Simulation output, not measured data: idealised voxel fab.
The process module that follows is named voxel wiring stack.
Square cell edge 5 nm, section width 280 nm, ID cut.
Square cells in a grid make up a cross-section in this document, and the grid is given as bands, listed from the top down, each one or more rows of cells.
It is stipulated that each band's entry specify, in nanometres, the height of the top of the band and then that of its bottom, followed by the materials of the band in left-to-right sequence, each together with its width in nanometres. A single material marked by the word "throughout" is understood to fill the band from edge to edge; the word "empty" is understood to denote empty space.
All heights in this document are referenced to 0, defined as the level beneath which the wafer, as received, consists entirely of one material. The lowest band is not bounded below; it extends indefinitely downward and is written in the form "z 0 and below".
Width: "30->40" (first number = top row, second number = bottom row, same change from row to row of cells).
Given "same as before" for a step, no cell of the cross-section differs between before and after that step.
Listed in "Sealed voids": every empty space of 8 or more cells without an open way to the top. Form: width x height at distance, the distance being from the left edge, all in nm.
Post-settings text on a step line: simulator's own remark regarding the step.
For masked steps, "overlay nm" on the step line gives how far right of plan the mask actually lay; a minus sign means it lay to the left.
# So here's the lineup of process steps we planned
1) RECEIVE with material Si
2) CONFORMAL_DEP with material SiO2, thk nm 10
3) CONFORMAL_DEP with material SiN, thk nm 5
4) DIRECTIONAL_DEP with material lowk, thk nm 15
5) PATTERN with tone open, mask id METAL_1, material resist, width nm 20, pitch nm 35, thk nm 15, overlay nm 0
6) DIRECTIONAL_ETCH with etch materials lowk, depth nm 15
7) DIRECTIONAL_ETCH with etch materials SiN, depth nm 5
8) STRIP with etch materials resist
9) CONFORMAL_DEP with material TiN, thk nm 5
10) FILL_DEP with material Ru, thk nm 5
11) CMP with height nm 30
12) CONFORMAL_DEP with material SiCN, thk nm 5
13) DIRECTIONAL_DEP with material lowk, thk nm 30
14) PATTERN with tone open, mask id METAL_2_HOLES, material resist, width nm 15, pitch nm 35, thk nm 20, overlay nm 0
15) DIRECTIONAL_ETCH with etch materials lowk, depth nm 30
16) STRIP with etch materials resist
17) DIRECTIONAL_DEP with material aC, thk nm 10
18) PATTERN with tone open, mask id METAL_2, material resist, width nm 20, pitch nm 35, thk nm 30, overlay nm 0
19) DIRECTIONAL_ETCH with etch materials aC, depth nm 10
20) STRIP with etch materials resist
21) DIRECTIONAL_ETCH with etch materials lowk, depth nm 20
22) DIRECTIONAL_ETCH with etch materials SiCN, depth nm 5
23) STRIP with etch materials aC
24) CONFORMAL_DEP with material TiN, thk nm 5
25) FILL_DEP with material Cu, thk nm 10
26) CMP with height nm 65
27) CONFORMAL_DEP with material SiCN, thk nm 5
28) DIRECTIONAL_DEP with material SiO2, thk nm 15
29) MASKED_ETCH with tone open, mask id PLUG_2, width nm 15, pitch nm 35, etch materials SiO2, depth nm 15, overlay nm 0
30) MASKED_ETCH with tone open, mask id PLUG_2, width nm 15, pitch nm 35, etch materials SiCN, depth nm 5, overlay nm 0
31) CONFORMAL_DEP with material TiN, thk nm 5
32) FILL_DEP with material W, thk nm 5
33) CMP with height nm 85
34) CONFORMAL_DEP with material SiN, thk nm 5
35) DIRECTIONAL_DEP with material SiO2, thk nm 15
36) MASKED_ETCH with tone open, mask id METAL_3, width nm 20, pitch nm 35, etch materials SiO2, depth nm 15, overlay nm 0
37) MASKED_ETCH with tone open, mask id METAL_3, width nm 20, pitch nm 35, etch materials SiN, depth nm 5, overlay nm 0
38) CONFORMAL_DEP with material TiN, thk nm 5
39) FILL_DEP with material Ru, thk nm 10
40) CMP with height nm 105
41) CONFORMAL_DEP with material SiCN, thk nm 5
42) DIRECTIONAL_DEP with material lowk, thk nm 30
43) MASKED_ETCH with tone open, mask id METAL_4, width nm 20, pitch nm 35, etch materials lowk, depth nm 15, overlay nm 0
44) MASKED_ETCH with tone open, mask id METAL_4_HOLES, width nm 15, pitch nm 70, etch materials lowk, depth nm 15, overlay nm 0
45) MASKED_ETCH with tone open, mask id METAL_4_HOLES, width nm 15, pitch nm 70, etch materials SiCN, depth nm 5, overlay nm 0
46) CONFORMAL_DEP with material TiN, thk nm 5
47) FILL_DEP with material Ru, thk nm 5
48) CMP with height nm 140
49) CONFORMAL_DEP with material SiN, thk nm 5
# The first of a set of two wafers, run to plan
# This is the cross-section of the wafer as we received it, i.e. after step 1
- z 0 and below | Si throughout
- Sealed voids: none
# State of the wafer after step 2, shown in cross-section
- z 10 to 0 | SiO2 throughout
- Unchanged below 0.
# State of the wafer after step 3, shown in cross-section
- z 15 to 10 | SiN throughout
- Unchanged below 10.
# State of the wafer after step 4, shown in cross-section
- z 30 to 15 | lowk throughout
- Unchanged below 15.
# State of the wafer after step 5, shown in cross-section
- z 45 to 30 | resist=95, empty=20, resist=15, empty=20, resist=15, empty=20, resist=95
- Unchanged below 30.
# State of the wafer after step 6, shown in cross-section
- z 45 to 30 | resist=95, empty=20, resist=15, empty=20, resist=15, empty=20, resist=95
- z 30 to 15 | lowk=95, empty=20, lowk=15, empty=20, lowk=15, empty=20, lowk=95
- Unchanged below 15.
# State of the wafer after step 7, shown in cross-section
- z 45 to 30 | resist=95, empty=20, resist=15, empty=20, resist=15, empty=20, resist=95
- z 30 to 15 | lowk=95, empty=20, lowk=15, empty=20, lowk=15, empty=20, lowk=95
- z 15 to 10 | SiN=95, empty=20, SiN=15, empty=20, SiN=15, empty=20, SiN=95
- Unchanged below 10.
# State of the wafer after step 8, shown in cross-section
- z 30 to 15 | lowk=95, empty=20, lowk=15, empty=20, lowk=15, empty=20, lowk=95
- Unchanged below 15.
# State of the wafer after step 9, shown in cross-section
- z 35 to 30 | TiN=100, empty=10, TiN=25, empty=10, TiN=25, empty=10, TiN=100
- z 30 to 15 | lowk=95, TiN=5, empty=10, TiN=5, lowk=15, TiN=5, empty=10, TiN=5, lowk=15, TiN=5, empty=10, TiN=5, lowk=95
- z 15 to 10 | SiN=95, TiN=20, SiN=15, TiN=20, SiN=15, TiN=20, SiN=95
- Unchanged below 10.
# State of the wafer after step 10, shown in cross-section
- z 40 to 35 | Ru throughout
- z 35 to 30 | TiN=100, Ru=10, TiN=25, Ru=10, TiN=25, Ru=10, TiN=100
- z 30 to 15 | lowk=95, TiN=5, Ru=10, TiN=5, lowk=15, TiN=5, Ru=10, TiN=5, lowk=15, TiN=5, Ru=10, TiN=5, lowk=95
- Unchanged below 15.
# State of the wafer after step 11, shown in cross-section
- z 30 to 15 | lowk=95, TiN=5, Ru=10, TiN=5, lowk=15, TiN=5, Ru=10, TiN=5, lowk=15, TiN=5, Ru=10, TiN=5, lowk=95
- Unchanged below 15.
# State of the wafer after step 12, shown in cross-section
- z 35 to 30 | SiCN throughout
- Unchanged below 30.
# State of the wafer after step 13, shown in cross-section
- z 65 to 35 | lowk throughout
- Unchanged below 35.
# State of the wafer after step 14, shown in cross-section
- z 85 to 65 | resist=95, empty=15, resist=20, empty=15, resist=20, empty=15, resist=100
- Unchanged below 65.
# State of the wafer after step 15, shown in cross-section
- z 85 to 65 | resist=95, empty=15, resist=20, empty=15, resist=20, empty=15, resist=100
- z 65 to 35 | lowk=95, empty=15, lowk=20, empty=15, lowk=20, empty=15, lowk=100
- Unchanged below 35.
# State of the wafer after step 16, shown in cross-section
- z 65 to 35 | lowk=95, empty=15, lowk=20, empty=15, lowk=20, empty=15, lowk=100
- Unchanged below 35.
# State of the wafer after step 17, shown in cross-section
- z 75 to 65 | aC=95, empty=15, aC=20, empty=15, aC=20, empty=15, aC=100
- z 65 to 45 | lowk=95, empty=15, lowk=20, empty=15, lowk=20, empty=15, lowk=100
- z 45 to 35 | lowk=95, aC=15, lowk=20, aC=15, lowk=20, aC=15, lowk=100
- Unchanged below 35.
# State of the wafer after step 18, shown in cross-section
- z 105 to 75 | resist=95, empty=20, resist=15, empty=20, resist=15, empty=20, resist=95
- Unchanged below 75.
# State of the wafer after step 19, shown in cross-section
- z 95 to 75 | resist=95, empty=20, resist=15, empty=20, resist=15, empty=20, resist=95
- z 75 to 65 | aC=95, empty=20, aC=15, empty=20, aC=15, empty=20, aC=95
- z 65 to 35 | lowk=95, empty=15, lowk=20, empty=15, lowk=20, empty=15, lowk=100
- Unchanged below 35.
# State of the wafer after step 20, shown in cross-section
- z 75 to 65 | aC=95, empty=20, aC=15, empty=20, aC=15, empty=20, aC=95
- Unchanged below 65.
# State of the wafer after step 21, shown in cross-section
- z 75 to 65 | aC=95, empty=20, aC=15, empty=20, aC=15, empty=20, aC=95
- z 65 to 45 | lowk=95, empty=20, lowk=15, empty=20, lowk=15, empty=20, lowk=95
- Unchanged below 45.
# State of the wafer after step 22, shown in cross-section
- z 75 to 65 | aC=95, empty=20, aC=15, empty=20, aC=15, empty=20, aC=95
- z 65 to 45 | lowk=95, empty=20, lowk=15, empty=20, lowk=15, empty=20, lowk=95
- z 45 to 35 | lowk=95, empty=15, lowk=20, empty=15, lowk=20, empty=15, lowk=100
- z 35 to 30 | SiCN=95, empty=15, SiCN=20, empty=15, SiCN=20, empty=15, SiCN=100
- Unchanged below 30.
# State of the wafer after step 23, shown in cross-section
- z 65 to 45 | lowk=95, empty=20, lowk=15, empty=20, lowk=15, empty=20, lowk=95
- Unchanged below 45.
# State of the wafer after step 24, shown in cross-section
- z 70 to 65 | TiN=100, empty=10, TiN=25, empty=10, TiN=25, empty=10, TiN=100
- z 65 to 50 | lowk=95, TiN=5, empty=10, TiN=5, lowk=15, TiN=5, empty=10, TiN=5, lowk=15, TiN=5, empty=10, TiN=5, lowk=95
- z 50 to 45 | lowk=95, TiN=5, empty=5, TiN=10, lowk=15, TiN=5, empty=5, TiN=10, lowk=15, TiN=5, empty=5, TiN=10, lowk=95
- z 45 to 35 | lowk=95, TiN=5, empty=5, TiN=5, lowk=20, TiN=5, empty=5, TiN=5, lowk=20, TiN=5, empty=5, TiN=5, lowk=100
- z 35 to 30 | SiCN=95, TiN=15, SiCN=20, TiN=15, SiCN=20, TiN=15, SiCN=100
- Unchanged below 30.
# State of the wafer after step 25, shown in cross-section
- z 80 to 70 | Cu throughout
- z 70 to 65 | TiN=100, Cu=10, TiN=25, Cu=10, TiN=25, Cu=10, TiN=100
- z 65 to 50 | lowk=95, TiN=5, Cu=10, TiN=5, lowk=15, TiN=5, Cu=10, TiN=5, lowk=15, TiN=5, Cu=10, TiN=5, lowk=95
- z 50 to 45 | lowk=95, TiN=5, Cu=5, TiN=10, lowk=15, TiN=5, Cu=5, TiN=10, lowk=15, TiN=5, Cu=5, TiN=10, lowk=95
- z 45 to 35 | lowk=95, TiN=5, Cu=5, TiN=5, lowk=20, TiN=5, Cu=5, TiN=5, lowk=20, TiN=5, Cu=5, TiN=5, lowk=100
- Unchanged below 35.
# State of the wafer after step 26, shown in cross-section
- z 65 to 50 | lowk=95, TiN=5, Cu=10, TiN=5, lowk=15, TiN=5, Cu=10, TiN=5, lowk=15, TiN=5, Cu=10, TiN=5, lowk=95
- Unchanged below 50.
# State of the wafer after step 27, shown in cross-section
- z 70 to 65 | SiCN throughout
- Unchanged below 65.
# State of the wafer after step 28, shown in cross-section
- z 85 to 70 | SiO2 throughout
- Unchanged below 70.
# State of the wafer after step 29, shown in cross-section
- z 85 to 70 | SiO2=95, empty=15, SiO2=20, empty=15, SiO2=20, empty=15, SiO2=100
- Unchanged below 70.
# State of the wafer after step 30, shown in cross-section
- z 85 to 70 | SiO2=95, empty=15, SiO2=20, empty=15, SiO2=20, empty=15, SiO2=100
- z 70 to 65 | SiCN=95, empty=15, SiCN=20, empty=15, SiCN=20, empty=15, SiCN=100
- Unchanged below 65.
# State of the wafer after step 31, shown in cross-section
- z 90 to 85 | TiN=100, empty=5, TiN=30, empty=5, TiN=30, empty=5, TiN=105
- z 85 to 70 | SiO2=95, TiN=5, empty=5, TiN=5, SiO2=20, TiN=5, empty=5, TiN=5, SiO2=20, TiN=5, empty=5, TiN=5, SiO2=100
- z 70 to 65 | SiCN=95, TiN=15, SiCN=20, TiN=15, SiCN=20, TiN=15, SiCN=100
- Unchanged below 65.
# State of the wafer after step 32, shown in cross-section
- z 95 to 90 | W throughout
- z 90 to 85 | TiN=100, W=5, TiN=30, W=5, TiN=30, W=5, TiN=105
- z 85 to 70 | SiO2=95, TiN=5, W=5, TiN=5, SiO2=20, TiN=5, W=5, TiN=5, SiO2=20, TiN=5, W=5, TiN=5, SiO2=100
- Unchanged below 70.
# State of the wafer after step 33, shown in cross-section
- z 85 to 70 | SiO2=95, TiN=5, W=5, TiN=5, SiO2=20, TiN=5, W=5, TiN=5, SiO2=20, TiN=5, W=5, TiN=5, SiO2=100
- Unchanged below 70.
# State of the wafer after step 34, shown in cross-section
- z 90 to 85 | SiN throughout
- Unchanged below 85.
# State of the wafer after step 35, shown in cross-section
- z 105 to 90 | SiO2 throughout
- Unchanged below 90.
# State of the wafer after step 36, shown in cross-section
- z 105 to 90 | SiO2=95, empty=20, SiO2=15, empty=20, SiO2=15, empty=20, SiO2=95
- Unchanged below 90.
# State of the wafer after step 37, shown in cross-section
- z 105 to 90 | SiO2=95, empty=20, SiO2=15, empty=20, SiO2=15, empty=20, SiO2=95
- z 90 to 85 | SiN=95, empty=20, SiN=15, empty=20, SiN=15, empty=20, SiN=95
- Unchanged below 85.
# State of the wafer after step 38, shown in cross-section
- z 110 to 105 | TiN=100, empty=10, TiN=25, empty=10, TiN=25, empty=10, TiN=100
- z 105 to 90 | SiO2=95, TiN=5, empty=10, TiN=5, SiO2=15, TiN=5, empty=10, TiN=5, SiO2=15, TiN=5, empty=10, TiN=5, SiO2=95
- z 90 to 85 | SiN=95, TiN=20, SiN=15, TiN=20, SiN=15, TiN=20, SiN=95
- Unchanged below 85.
# State of the wafer after step 39, shown in cross-section
- z 120 to 110 | Ru throughout
- z 110 to 105 | TiN=100, Ru=10, TiN=25, Ru=10, TiN=25, Ru=10, TiN=100
- z 105 to 90 | SiO2=95, TiN=5, Ru=10, TiN=5, SiO2=15, TiN=5, Ru=10, TiN=5, SiO2=15, TiN=5, Ru=10, TiN=5, SiO2=95
- Unchanged below 90.
# State of the wafer after step 40, shown in cross-section
- z 105 to 90 | SiO2=95, TiN=5, Ru=10, TiN=5, SiO2=15, TiN=5, Ru=10, TiN=5, SiO2=15, TiN=5, Ru=10, TiN=5, SiO2=95
- Unchanged below 90.
# State of the wafer after step 41, shown in cross-section
- z 110 to 105 | SiCN throughout
- Unchanged below 105.
# State of the wafer after step 42, shown in cross-section
- z 140 to 110 | lowk throughout
- Unchanged below 110.
# State of the wafer after step 43, shown in cross-section
- z 140 to 125 | lowk=95, empty=20, lowk=15, empty=20, lowk=15, empty=20, lowk=95
- Unchanged below 125.
# State of the wafer after step 44, shown in cross-section
- z 140 to 125 | lowk=95, empty=20, lowk=15, empty=20, lowk=15, empty=20, lowk=95
- z 125 to 110 | lowk=95, empty=15, lowk=55, empty=15, lowk=100
- Unchanged below 110.
# State of the wafer after step 45, shown in cross-section
- z 140 to 125 | lowk=95, empty=20, lowk=15, empty=20, lowk=15, empty=20, lowk=95
- z 125 to 110 | lowk=95, empty=15, lowk=55, empty=15, lowk=100
- z 110 to 105 | SiCN=95, empty=15, SiCN=55, empty=15, SiCN=100
- Unchanged below 105.
# State of the wafer after step 46, shown in cross-section
- z 145 to 140 | TiN=100, empty=10, TiN=25, empty=10, TiN=25, empty=10, TiN=100
- z 140 to 130 | lowk=95, TiN=5, empty=10, TiN=5, lowk=15, TiN=5, empty=10, TiN=5, lowk=15, TiN=5, empty=10, TiN=5, lowk=95
- z 130 to 125 | lowk=95, TiN=5, empty=5, TiN=10, lowk=15, TiN=20, lowk=15, TiN=5, empty=5, TiN=10, lowk=95
- z 125 to 110 | lowk=95, TiN=5, empty=5, TiN=5, lowk=55, TiN=5, empty=5, TiN=5, lowk=100
- z 110 to 105 | SiCN=95, TiN=15, SiCN=55, TiN=15, SiCN=100
- Unchanged below 105.
# State of the wafer after step 47, shown in cross-section
- z 150 to 145 | Ru throughout
- z 145 to 140 | TiN=100, Ru=10, TiN=25, Ru=10, TiN=25, Ru=10, TiN=100
- z 140 to 130 | lowk=95, TiN=5, Ru=10, TiN=5, lowk=15, TiN=5, Ru=10, TiN=5, lowk=15, TiN=5, Ru=10, TiN=5, lowk=95
- z 130 to 125 | lowk=95, TiN=5, Ru=5, TiN=10, lowk=15, TiN=20, lowk=15, TiN=5, Ru=5, TiN=10, lowk=95
- z 125 to 110 | lowk=95, TiN=5, Ru=5, TiN=5, lowk=55, TiN=5, Ru=5, TiN=5, lowk=100
- Unchanged below 110.
# State of the wafer after step 48, shown in cross-section
- z 140 to 130 | lowk=95, TiN=5, Ru=10, TiN=5, lowk=15, TiN=5, Ru=10, TiN=5, lowk=15, TiN=5, Ru=10, TiN=5, lowk=95
- Unchanged below 130.
# State of the wafer after step 49, shown in cross-section
- z 145 to 140 | SiN throughout
- Unchanged below 140.
# The Second Wafer: Common Origin and Plan, One Mistake in Execution, Identical to the First Through Step 26
# Cross-section: second wafer, time at which step 27 was scheduled to end
- z 80 to 65 | SiO2 throughout
- Unchanged below 65.
# Cross-section: second wafer, time at which step 28 was scheduled to end
- z 85 to 80 | SiCN throughout
- Unchanged below 80.
Cross-section: second wafer, time at which step 29 was scheduled to end: same as before
# Cross-section: second wafer, time at which step 30 was scheduled to end
- z 85 to 80 | SiCN=95, empty=15, SiCN=20, empty=15, SiCN=20, empty=15, SiCN=100
- Unchanged below 80.
# Cross-section: second wafer, time at which step 31 was scheduled to end
- z 90 to 85 | TiN=100, empty=5, TiN=30, empty=5, TiN=30, empty=5, TiN=105
- z 85 to 80 | SiCN=95, TiN=15, SiCN=20, TiN=15, SiCN=20, TiN=15, SiCN=100
- Unchanged below 80.
# Cross-section: second wafer, time at which step 32 was scheduled to end
- z 95 to 90 | W throughout
- z 90 to 85 | TiN=100, W=5, TiN=30, W=5, TiN=30, W=5, TiN=105
- Unchanged below 85.
# Cross-section: second wafer, time at which step 33 was scheduled to end
- z 85 to 80 | SiCN=95, TiN=15, SiCN=20, TiN=15, SiCN=20, TiN=15, SiCN=100
- Unchanged below 80.
# Cross-section: second wafer, time at which step 34 was scheduled to end
- z 90 to 85 | SiN throughout
- Unchanged below 85.
# Cross-section: second wafer, time at which step 35 was scheduled to end
- z 105 to 90 | SiO2 throughout
- Unchanged below 90.
# Cross-section: second wafer, time at which step 36 was scheduled to end
- z 105 to 90 | SiO2=95, empty=20, SiO2=15, empty=20, SiO2=15, empty=20, SiO2=95
- Unchanged below 90.
# Cross-section: second wafer, time at which step 37 was scheduled to end
- z 105 to 90 | SiO2=95, empty=20, SiO2=15, empty=20, SiO2=15, empty=20, SiO2=95
- z 90 to 85 | SiN=95, empty=20, SiN=15, empty=20, SiN=15, empty=20, SiN=95
- Unchanged below 85.
# Cross-section: second wafer, time at which step 38 was scheduled to end
- z 110 to 105 | TiN=100, empty=10, TiN=25, empty=10, TiN=25, empty=10, TiN=100
- z 105 to 90 | SiO2=95, TiN=5, empty=10, TiN=5, SiO2=15, TiN=5, empty=10, TiN=5, SiO2=15, TiN=5, empty=10, TiN=5, SiO2=95
- z 90 to 85 | SiN=95, TiN=20, SiN=15, TiN=20, SiN=15, TiN=20, SiN=95
- Unchanged below 85.
# Cross-section: second wafer, time at which step 39 was scheduled to end
- z 120 to 110 | Ru throughout
- z 110 to 105 | TiN=100, Ru=10, TiN=25, Ru=10, TiN=25, Ru=10, TiN=100
- z 105 to 90 | SiO2=95, TiN=5, Ru=10, TiN=5, SiO2=15, TiN=5, Ru=10, TiN=5, SiO2=15, TiN=5, Ru=10, TiN=5, SiO2=95
- Unchanged below 90.
# Cross-section: second wafer, time at which step 40 was scheduled to end
- z 105 to 90 | SiO2=95, TiN=5, Ru=10, TiN=5, SiO2=15, TiN=5, Ru=10, TiN=5, SiO2=15, TiN=5, Ru=10, TiN=5, SiO2=95
- Unchanged below 90.
# Cross-section: second wafer, time at which step 41 was scheduled to end
- z 110 to 105 | SiCN throughout
- Unchanged below 105.
# Cross-section: second wafer, time at which step 42 was scheduled to end
- z 140 to 110 | lowk throughout
- Unchanged below 110.
# Cross-section: second wafer, time at which step 43 was scheduled to end
- z 140 to 125 | lowk=95, empty=20, lowk=15, empty=20, lowk=15, empty=20, lowk=95
- Unchanged below 125.
# Cross-section: second wafer, time at which step 44 was scheduled to end
- z 140 to 125 | lowk=95, empty=20, lowk=15, empty=20, lowk=15, empty=20, lowk=95
- z 125 to 110 | lowk=95, empty=15, lowk=55, empty=15, lowk=100
- Unchanged below 110.
# Cross-section: second wafer, time at which step 45 was scheduled to end
- z 140 to 125 | lowk=95, empty=20, lowk=15, empty=20, lowk=15, empty=20, lowk=95
- z 125 to 110 | lowk=95, empty=15, lowk=55, empty=15, lowk=100
- z 110 to 105 | SiCN=95, empty=15, SiCN=55, empty=15, SiCN=100
- Unchanged below 105.
# Cross-section: second wafer, time at which step 46 was scheduled to end
- z 145 to 140 | TiN=100, empty=10, TiN=25, empty=10, TiN=25, empty=10, TiN=100
- z 140 to 130 | lowk=95, TiN=5, empty=10, TiN=5, lowk=15, TiN=5, empty=10, TiN=5, lowk=15, TiN=5, empty=10, TiN=5, lowk=95
- z 130 to 125 | lowk=95, TiN=5, empty=5, TiN=10, lowk=15, TiN=20, lowk=15, TiN=5, empty=5, TiN=10, lowk=95
- z 125 to 110 | lowk=95, TiN=5, empty=5, TiN=5, lowk=55, TiN=5, empty=5, TiN=5, lowk=100
- z 110 to 105 | SiCN=95, TiN=15, SiCN=55, TiN=15, SiCN=100
- Unchanged below 105.
# Cross-section: second wafer, time at which step 47 was scheduled to end
- z 150 to 145 | Ru throughout
- z 145 to 140 | TiN=100, Ru=10, TiN=25, Ru=10, TiN=25, Ru=10, TiN=100
- z 140 to 130 | lowk=95, TiN=5, Ru=10, TiN=5, lowk=15, TiN=5, Ru=10, TiN=5, lowk=15, TiN=5, Ru=10, TiN=5, lowk=95
- z 130 to 125 | lowk=95, TiN=5, Ru=5, TiN=10, lowk=15, TiN=20, lowk=15, TiN=5, Ru=5, TiN=10, lowk=95
- z 125 to 110 | lowk=95, TiN=5, Ru=5, TiN=5, lowk=55, TiN=5, Ru=5, TiN=5, lowk=100
- Unchanged below 110.
# Cross-section: second wafer, time at which step 48 was scheduled to end
- z 140 to 130 | lowk=95, TiN=5, Ru=10, TiN=5, lowk=15, TiN=5, Ru=10, TiN=5, lowk=15, TiN=5, Ru=10, TiN=5, lowk=95
- Unchanged below 130.
# Cross-section: second wafer, time at which step 49 was scheduled to end
- z 145 to 140 | SiN throughout
- Unchanged below 140.
What went wrong in running the wafer? order of steps 27 and 28 inverted relative to the plan
Wrapping up, a cell-based count of both wafers puts the second over or under the first for these materials: +27 SiO2, -18 TiN, -9 W
